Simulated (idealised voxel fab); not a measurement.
Proc. module: voxel plated lines
Shown is cross-section cut, with a width of 265 nm and square cells of size 5 nm.
Reading order for cross-sections: top band down to bottom band. Underlying form: a grid of square cells. Band size: one or more rows of cells.
Band: top and bottom heights (nm) first, top before bottom; then materials from left to right, widths in nm. "everywhere" marks a sole material filling the band edge to edge. "air" denotes empty space.
Ref level 0: as-received wafer is one material below here. Bottom band extends down with no lower bound ("top 0, no bottom").
Width "30 to 40": first value at the band's top row of cells, second value at its bottom row, equal change from row to row.
Where the words "no change" appear for a step, the cross-section shows no cell changed by that step; every cell remained as before.
Empty spaces without an open route to the top, at least 8 cells in extent, make up the entry "Enclosed voids"; each is given as width x height at distance, where the distance is measured from the left edge, and all are in nm.
If you see something after the settings on a step's line, that's the simulator's own remark about that step.
A step line may carry the setting "overlay nm", which, for steps involving a mask, states the distance by which the mask lay to the right of its intended position; negative values denote displacement to the left.

Intended process steps
| 1 | op RECEIVE | material Si |
| 2 | op CONFORMAL_DEP | material SiO2 | thk nm 5 |
| 3 | op DIRECTIONAL_DEP | material TiN | thk nm 5 |
| 4 | op PATTERN | tone open | mask id LINES | material resist | width nm 20 | pitch nm 45 | thk nm 25 | overlay nm 0 |
| 5 | op EPI | material Ru | thk nm 5 |
| 6 | op EPI | material Ru | thk nm 5 |
| 7 | op STRIP | etch materials resist |
| 8 | op DIRECTIONAL_ETCH | etch materials TiN | depth nm 5 |
| 9 | op CONFORMAL_DEP | material SiN | thk nm 5 |

Run as planned: first of two wafers

Incoming wafer in cross-section (state: after step 1)
> top 0, no bottom = Si everywhere
> Enclosed voids: none

You're looking at a cross-section of the wafer after step 2
> top 5, bottom 0 = SiO2 everywhere
> Below 0 it's all the same as before, nothing changed down there.

You're looking at a cross-section of the wafer after step 3
> top 10, bottom 5 = TiN everywhere
> Below 5 it's all the same as before, nothing changed down there.

You're looking at a cross-section of the wafer after step 4
> top 35, bottom 10 = resist 55 nm | air 20 nm | resist 25 nm | air 20 nm | resist 25 nm | air 20 nm | resist 25 nm | air 20 nm | resist 55 nm
> Below 10 it's all the same as before, nothing changed down there.

You're looking at a cross-section of the wafer after step 5
> top 35, bottom 15 = resist 55 nm | air 20 nm | resist 25 nm | air 20 nm | resist 25 nm | air 20 nm | resist 25 nm | air 20 nm | resist 55 nm
> top 15, bottom 10 = resist 55 nm | Ru 20 nm | resist 25 nm | Ru 20 nm | resist 25 nm | Ru 20 nm | resist 25 nm | Ru 20 nm | resist 55 nm
> Below 10 it's all the same as before, nothing changed down there.

You're looking at a cross-section of the wafer after step 6
> top 35, bottom 20 = resist 55 nm | air 20 nm | resist 25 nm | air 20 nm | resist 25 nm | air 20 nm | resist 25 nm | air 20 nm | resist 55 nm
> top 20, bottom 10 = resist 55 nm | Ru 20 nm | resist 25 nm | Ru 20 nm | resist 25 nm | Ru 20 nm | resist 25 nm | Ru 20 nm | resist 55 nm
> Below 10 it's all the same as before, nothing changed down there.

You're looking at a cross-section of the wafer after step 7
> top 20, bottom 10 = air 55 nm | Ru 20 nm | air 25 nm | Ru 20 nm | air 25 nm | Ru 20 nm | air 25 nm | Ru 20 nm | air 55 nm
> Below 10 it's all the same as before, nothing changed down there.

You're looking at a cross-section of the wafer after step 8
> top 20, bottom 10 = air 55 nm | Ru 20 nm | air 25 nm | Ru 20 nm | air 25 nm | Ru 20 nm | air 25 nm | Ru 20 nm | air 55 nm
> top 10, bottom 5 = air 55 nm | TiN 20 nm | air 25 nm | TiN 20 nm | air 25 nm | TiN 20 nm | air 25 nm | TiN 20 nm | air 55 nm
> Below 5 it's all the same as before, nothing changed down there.

You're looking at a cross-section of the wafer after step 9
> top 25, bottom 20 = air 50 nm | SiN 30 nm | air 15 nm | SiN 30 nm | air 15 nm | SiN 30 nm | air 15 nm | SiN 30 nm | air 50 nm
> top 20, bottom 10 = air 50 nm | SiN 5 nm | Ru 20 nm | SiN 5 nm | air 15 nm | SiN 5 nm | Ru 20 nm | SiN 5 nm | air 15 nm | SiN 5 nm | Ru 20 nm | SiN 5 nm | air 15 nm | SiN 5 nm | Ru 20 nm | SiN 5 nm | air 50 nm
> top 10, bottom 5 = SiN 55 nm | TiN 20 nm | SiN 25 nm | TiN 20 nm | SiN 25 nm | TiN 20 nm | SiN 25 nm | TiN 20 nm | SiN 55 nm
> Below 5 it's all the same as before, nothing changed down there.

Second wafer: same start and same plan as the first, one execution error; identical to the first through step 2

Cross-section of the second wafer when, according to plan, step 3 should have finished
> top 20, bottom 5 = TiN everywhere
> Below 5 it's all the same as before, nothing changed down there.

Cross-section of the second wafer when, according to plan, step 4 should have finished
> top 45, bottom 20 = resist 55 nm | air 20 nm | resist 25 nm | air 20 nm | resist 25 nm | air 20 nm | resist 25 nm | air 20 nm | resist 55 nm
> Below 20 it's all the same as before, nothing changed down there.

Cross-section of the second wafer when, according to plan, step 5 should have finished
> top 45, bottom 25 = resist 55 nm | air 20 nm | resist 25 nm | air 20 nm | resist 25 nm | air 20 nm | resist 25 nm | air 20 nm | resist 55 nm
> top 25, bottom 20 = resist 55 nm | Ru 20 nm | resist 25 nm | Ru 20 nm | resist 25 nm | Ru 20 nm | resist 25 nm | Ru 20 nm | resist 55 nm
> Below 20 it's all the same as before, nothing changed down there.

Cross-section of the second wafer when, according to plan, step 6 should have finished
> top 45, bottom 30 = resist 55 nm | air 20 nm | resist 25 nm | air 20 nm | resist 25 nm | air 20 nm | resist 25 nm | air 20 nm | resist 55 nm
> top 30, bottom 20 = resist 55 nm | Ru 20 nm | resist 25 nm | Ru 20 nm | resist 25 nm | Ru 20 nm | resist 25 nm | Ru 20 nm | resist 55 nm
> Below 20 it's all the same as before, nothing changed down there.

Cross-section of the second wafer when, according to plan, step 7 should have finished
> top 30, bottom 20 = air 55 nm | Ru 20 nm | air 25 nm | Ru 20 nm | air 25 nm | Ru 20 nm | air 25 nm | Ru 20 nm | air 55 nm
> Below 20 it's all the same as before, nothing changed down there.

Cross-section of the second wafer when, according to plan, step 8 should have finished
> top 30, bottom 20 = air 55 nm | Ru 20 nm | air 25 nm | Ru 20 nm | air 25 nm | Ru 20 nm | air 25 nm | Ru 20 nm | air 55 nm
> top 20, bottom 15 = air 55 nm | TiN 20 nm | air 25 nm | TiN 20 nm | air 25 nm | TiN 20 nm | air 25 nm | TiN 20 nm | air 55 nm
> Below 15 it's all the same as before, nothing changed down there.

Cross-section of the second wafer when, according to plan, step 9 should have finished
> top 35, bottom 30 = air 50 nm | SiN 30 nm | air 15 nm | SiN 30 nm | air 15 nm | SiN 30 nm | air 15 nm | SiN 30 nm | air 50 nm
> top 30, bottom 20 = air 50 nm | SiN 5 nm | Ru 20 nm | SiN 5 nm | air 15 nm | SiN 5 nm | Ru 20 nm | SiN 5 nm | air 15 nm | SiN 5 nm | Ru 20 nm | SiN 5 nm | air 15 nm | SiN 5 nm | Ru 20 nm | SiN 5 nm | air 50 nm
> top 20, bottom 15 = SiN 55 nm | TiN 20 nm | SiN 25 nm | TiN 20 nm | SiN 25 nm | TiN 20 nm | SiN 25 nm | TiN 20 nm | SiN 55 nm
> Below 15 it's all the same as before, nothing changed down there.
In executing the process, a mistake was made relative to the plan: not per plan at step 3, really ran op DIRECTIONAL_DEP | material TiN | thk nm 15
End of process, cell counts, second wafer against first, materials with more or fewer: 106 more of TiN
